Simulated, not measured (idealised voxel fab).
This is a process module. Its name is voxel gate over fins.
Pictured: cross-section cut, 295 nm wide, on a grid of 5 nm square cells.
Notation: cross-section as square-cell grid; stated in bands, top first, going down; one or more cell rows per band.
Band entry format. Leading values: height of top, height of bottom, nm. Remainder: materials in left-to-right order, each with its width in nm. Special words: "full width" on a single material, which then fills the band edge to edge; "empty", empty space.
For the purposes of this specification, 0 denotes the height below which the wafer in its as-received condition is composed wholly of one material, and the lowermost band, lacking a lower limit, extends downward without end, as expressed in "0 nm and below".
Note: "30 to 40" means the width goes from the first number (top row of the band) to the second number (bottom row) in equal steps per row of cells.
Given "all unchanged" for a step, no cell of the cross-section differs between before and after that step.
In "Sealed voids" the enclosed voids are listed, meaning empty spaces of 8 cells or larger without any opening to the top. The form is width x height at distance, distance from the left edge, units nm.
If you see something after the settings on a step's line, that's the simulator's own remark about that step.
You can add "overlay nm" to a step's line. For a step with a mask, it describes how far the mask lay to the right of its planned position, and a negative number describes a lay to the left.

# Here's what the planned process steps look like
1) RECEIVE,material Si
2) CONFORMAL_DEP,material SiN,thk nm 5
3) MASKED_ETCH,tone cover,mask id FINS,width nm 15,pitch nm 40,etch materials SiN,depth nm 5,overlay nm 0
4) MASKED_ETCH,tone cover,mask id FINS,width nm 15,pitch nm 40,etch materials Si,depth nm 35,overlay nm 0
5) FILL_DEP,material SiO2,thk nm 5
6) CMP,height nm 5
7) SELECTIVE_ETCH,etch materials SiO2,depth nm 20
8) STRIP,etch materials SiN
9) CONFORMAL_DEP,material HfO2,thk nm 5
10) CONFORMAL_DEP,material TiN,thk nm 5
11) FILL_DEP,material W,thk nm 15
12) CMP,height nm 20
13) CONFORMAL_DEP,material SiN,thk nm 5

# Incoming wafer, cross-sectional view, post step 1
	0 nm and below = Si full width
	Sealed voids: none

# As-planned run: cross-section of the first of two wafers at end of module
	25 nm to 20 nm = SiN full width
	20 nm to 10 nm = W full width
	10 nm to 5 nm = W 70 nm | TiN 35 nm | W 5 nm | TiN 35 nm | W 5 nm | TiN 35 nm | W 5 nm | TiN 35 nm | W 70 nm
	5 nm to 0 nm = W 70 nm | TiN 5 nm | HfO2 25 nm | TiN 5 nm | W 5 nm | TiN 5 nm | HfO2 25 nm | TiN 5 nm | W 5 nm | TiN 5 nm | HfO2 25 nm | TiN 5 nm | W 5 nm | TiN 5 nm | HfO2 25 nm | TiN 5 nm | W 70 nm
	0 nm to -5 nm = W 70 nm | TiN 5 nm | HfO2 5 nm | Si 15 nm | HfO2 5 nm | TiN 5 nm | W 5 nm | TiN 5 nm | HfO2 5 nm | Si 15 nm | HfO2 5 nm | TiN 5 nm | W 5 nm | TiN 5 nm | HfO2 5 nm | Si 15 nm | HfO2 5 nm | TiN 5 nm | W 5 nm | TiN 5 nm | HfO2 5 nm | Si 15 nm | HfO2 5 nm | TiN 5 nm | W 70 nm
	-5 nm to -10 nm = TiN 75 nm | HfO2 5 nm | Si 15 nm | HfO2 5 nm | TiN 15 nm | HfO2 5 nm | Si 15 nm | HfO2 5 nm | TiN 15 nm | HfO2 5 nm | Si 15 nm | HfO2 5 nm | TiN 15 nm | HfO2 5 nm | Si 15 nm | HfO2 5 nm | TiN 75 nm
	-10 nm to -15 nm = HfO2 80 nm | Si 15 nm | HfO2 25 nm | Si 15 nm | HfO2 25 nm | Si 15 nm | HfO2 25 nm | Si 15 nm | HfO2 80 nm
	-15 nm to -35 nm = SiO2 80 nm | Si 15 nm | SiO2 25 nm | Si 15 nm | SiO2 25 nm | Si 15 nm | SiO2 25 nm | Si 15 nm | SiO2 80 nm
	-35 nm and below = Si full width
	Sealed voids: none

# Cross-section, second wafer: same start as the first, same plan as the first, one mistake in running it; taken at the end of the module
	25 nm to 20 nm = SiN full width
	20 nm to 10 nm = W full width
	10 nm to 5 nm = W 70 nm | TiN 35 nm | W 5 nm | TiN 35 nm | W 5 nm | TiN 35 nm | W 5 nm | TiN 35 nm | W 70 nm
	5 nm to 0 nm = W 70 nm | TiN 5 nm | HfO2 25 nm | TiN 5 nm | W 5 nm | TiN 5 nm | HfO2 25 nm | TiN 5 nm | W 5 nm | TiN 5 nm | HfO2 25 nm | TiN 5 nm | W 5 nm | TiN 5 nm | HfO2 25 nm | TiN 5 nm | W 70 nm
	0 nm to -5 nm = W 70 nm | TiN 5 nm | HfO2 5 nm | Si 15 nm | HfO2 5 nm | TiN 5 nm | W 5 nm | TiN 5 nm | HfO2 5 nm | Si 15 nm | HfO2 5 nm | TiN 5 nm | W 5 nm | TiN 5 nm | HfO2 5 nm | Si 15 nm | HfO2 5 nm | TiN 5 nm | W 5 nm | TiN 5 nm | HfO2 5 nm | Si 15 nm | HfO2 5 nm | TiN 5 nm | W 70 nm
	-5 nm to -10 nm = TiN 75 nm | HfO2 5 nm | Si 15 nm | HfO2 5 nm | TiN 5 nm | W 5 nm | TiN 5 nm | HfO2 5 nm | Si 15 nm | HfO2 5 nm | TiN 5 nm | W 5 nm | TiN 5 nm | HfO2 5 nm | Si 15 nm | HfO2 5 nm | TiN 5 nm | W 5 nm | TiN 5 nm | HfO2 5 nm | Si 15 nm | HfO2 5 nm | TiN 75 nm
	-10 nm to -15 nm = HfO2 65 nm | TiN 10 nm | HfO2 5 nm | Si 15 nm | HfO2 5 nm | TiN 15 nm | HfO2 5 nm | Si 15 nm | HfO2 5 nm | TiN 15 nm | HfO2 5 nm | Si 15 nm | HfO2 5 nm | TiN 15 nm | HfO2 5 nm | Si 15 nm | HfO2 5 nm | TiN 10 nm | HfO2 65 nm
	-15 nm to -20 nm = SiO2 60 nm | HfO2 20 nm | Si 15 nm | HfO2 25 nm | Si 15 nm | HfO2 25 nm | Si 15 nm | HfO2 25 nm | Si 15 nm | HfO2 20 nm | SiO2 60 nm
	-20 nm to -35 nm = SiO2 80 nm | Si 15 nm | SiO2 25 nm | Si 15 nm | SiO2 25 nm | Si 15 nm | SiO2 25 nm | Si 15 nm | SiO2 80 nm
	-35 nm and below = Si full width
	Sealed voids: none
Deviation from plan: ran 7 and 8 in swapped order versus the plan
The closing comparison, in cells, has the second wafer with more or fewer of some materials than the first: +10 HfO2; -23 SiO2; +10 TiN; +3 W
